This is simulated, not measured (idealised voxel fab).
Herein follows the process module entitled voxel gate over fins.
The cross-section on display is named cut; it measures 210 nm wide, and its cells are 5 nm squares.
How to read a cross-section here: the picture is a grid of square cells, written as bands going from the top down, and any band can span one or more rows of cells.
Look at the band entry: it leads with the top's height and the bottom's height in nm. Then it lists the materials left to right, with a width in nm for each. The word "edge to edge" on a single material says that material fills the band edge to edge. The word "empty" is empty space.
Heights are expressed relative to 0, this being the level below which the as-received wafer comprises one material exclusively. The lowest band is unbounded in the downward direction and is denoted as in "0 -> down".
The expression "30..40" gives the width at the extremes of the band, the first number at its top row of cells and the second at its bottom row, with the width changing by equal amounts from each row to the next in between.
The designation "left unchanged", where it is given for a processing step, indicates that no cell of the cross-section was altered in the course of that step.
Voids not open to the top, 8 cells minimum: see "Internal closed voids". Written width x height at distance; distance is from the left edge; nm.
Formally, on a step line, whatever follows the settings is a remark that the simulator itself makes on the step.
When a step includes a mask, the "overlay nm" setting on its line states how far to the right of its planned place that mask lay, and negative values state how far to the left.

# Planned process steps
step 1: RECEIVE [material Si]
step 2: CONFORMAL_DEP [material SiN] [thk nm 10]
step 3: DIRECTIONAL_DEP [material aC] [thk nm 15]
step 4: PATTERN [tone cover] [mask id FINS] [material resist] [width nm 15] [pitch nm 45] [thk nm 35] [overlay nm 0]
step 5: DIRECTIONAL_ETCH [etch materials aC] [depth nm 15]
step 6: STRIP [etch materials resist]
step 7: DIRECTIONAL_ETCH [etch materials SiN] [depth nm 10]
step 8: DIRECTIONAL_ETCH [etch materials Si] [depth nm 35]
step 9: STRIP [etch materials aC]
step 10: FILL_DEP [material SiO2] [thk nm 15]
step 11: CMP [height nm 10]
step 12: SELECTIVE_ETCH [etch materials SiO2] [depth nm 25]
step 13: STRIP [etch materials SiN]
step 14: CONFORMAL_DEP [material HfO2] [thk nm 5]
step 15: CONFORMAL_DEP [material TiN] [thk nm 5]
step 16: CONFORMAL_DEP [material TiAl] [thk nm 5]
step 17: CONFORMAL_DEP [material TiN] [thk nm 5]
step 18: FILL_DEP [material W] [thk nm 10]
step 19: CMP [height nm 25]
step 20: CONFORMAL_DEP [material SiCN] [thk nm 5]

# Cross-section, incoming material, after step 1
0 -> down = Si edge to edge
Internal closed voids: none

# End-of-module XS, first of two wafers, run as planned
30 -> 25 = SiCN edge to edge
25 -> 20 = W edge to edge
20 -> 15 = W 30 nm, then TiN 145 nm, then W 35 nm
15 -> 10 = W 30 nm, then TiN 5 nm, then TiAl 135 nm, then TiN 5 nm, then W 35 nm
10 -> 5 = W 30 nm, then TiN 5 nm, then TiAl 5 nm, then TiN 35 nm, then TiAl 10 nm, then TiN 35 nm, then TiAl 10 nm, then TiN 35 nm, then TiAl 5 nm, then TiN 5 nm, then W 35 nm
5 -> 0 = TiN 35 nm, then TiAl 5 nm, then TiN 5 nm, then HfO2 25 nm, then TiN 5 nm, then TiAl 10 nm, then TiN 5 nm, then HfO2 25 nm, then TiN 5 nm, then TiAl 10 nm, then TiN 5 nm, then HfO2 25 nm, then TiN 5 nm, then TiAl 5 nm, then TiN 40 nm
0 -> -5 = TiAl 40 nm, then TiN 5 nm, then HfO2 5 nm, then Si 15 nm, then HfO2 5 nm, then TiN 5 nm, then TiAl 10 nm, then TiN 5 nm, then HfO2 5 nm, then Si 15 nm, then HfO2 5 nm, then TiN 5 nm, then TiAl 10 nm, then TiN 5 nm, then HfO2 5 nm, then Si 15 nm, then HfO2 5 nm, then TiN 5 nm, then TiAl 45 nm
-5 -> -10 = TiN 45 nm, then HfO2 5 nm, then Si 15 nm, then HfO2 5 nm, then TiN 20 nm, then HfO2 5 nm, then Si 15 nm, then HfO2 5 nm, then TiN 20 nm, then HfO2 5 nm, then Si 15 nm, then HfO2 5 nm, then TiN 50 nm
-10 -> -15 = HfO2 50 nm, then Si 15 nm, then HfO2 30 nm, then Si 15 nm, then HfO2 30 nm, then Si 15 nm, then HfO2 55 nm
-15 -> -35 = SiO2 50 nm, then Si 15 nm, then SiO2 30 nm, then Si 15 nm, then SiO2 30 nm, then Si 15 nm, then SiO2 55 nm
-35 -> down = Si edge to edge
Internal closed voids: none

# Wafer two (of two), end-of-module cross-section: start = wafer one, plan = wafer one, one run mistake
30 -> 25 = SiCN edge to edge
25 -> 20 = W edge to edge
20 -> 10 = W 30 nm, then TiN 145 nm, then W 35 nm
10 -> 5 = W 30 nm, then TiN 10 nm, then TiAl 35 nm, then TiN 10 nm, then TiAl 35 nm, then TiN 10 nm, then TiAl 35 nm, then TiN 10 nm, then W 35 nm
5 -> 0 = TiN 40 nm, then TiAl 5 nm, then HfO2 25 nm, then TiAl 5 nm, then TiN 10 nm, then TiAl 5 nm, then HfO2 25 nm, then TiAl 5 nm, then TiN 10 nm, then TiAl 5 nm, then HfO2 25 nm, then TiAl 5 nm, then TiN 45 nm
0 -> -5 = TiN 40 nm, then TiAl 5 nm, then HfO2 5 nm, then Si 15 nm, then HfO2 5 nm, then TiAl 5 nm, then TiN 10 nm, then TiAl 5 nm, then HfO2 5 nm, then Si 15 nm, then HfO2 5 nm, then TiAl 5 nm, then TiN 10 nm, then TiAl 5 nm, then HfO2 5 nm, then Si 15 nm, then HfO2 5 nm, then TiAl 5 nm, then TiN 45 nm
-5 -> -10 = TiAl 45 nm, then HfO2 5 nm, then Si 15 nm, then HfO2 5 nm, then TiAl 20 nm, then HfO2 5 nm, then Si 15 nm, then HfO2 5 nm, then TiAl 20 nm, then HfO2 5 nm, then Si 15 nm, then HfO2 5 nm, then TiAl 50 nm
-10 -> -15 = HfO2 50 nm, then Si 15 nm, then HfO2 30 nm, then Si 15 nm, then HfO2 30 nm, then Si 15 nm, then HfO2 55 nm
-15 -> -35 = SiO2 50 nm, then Si 15 nm, then SiO2 30 nm, then Si 15 nm, then SiO2 30 nm, then Si 15 nm, then SiO2 55 nm
-35 -> down = Si edge to edge
Internal closed voids: none
What went wrong in running the wafer? steps 15 and 16 were swapped
Matching per-material cell counts, mismatched positions: that is how the second wafer compares with the first at the end.
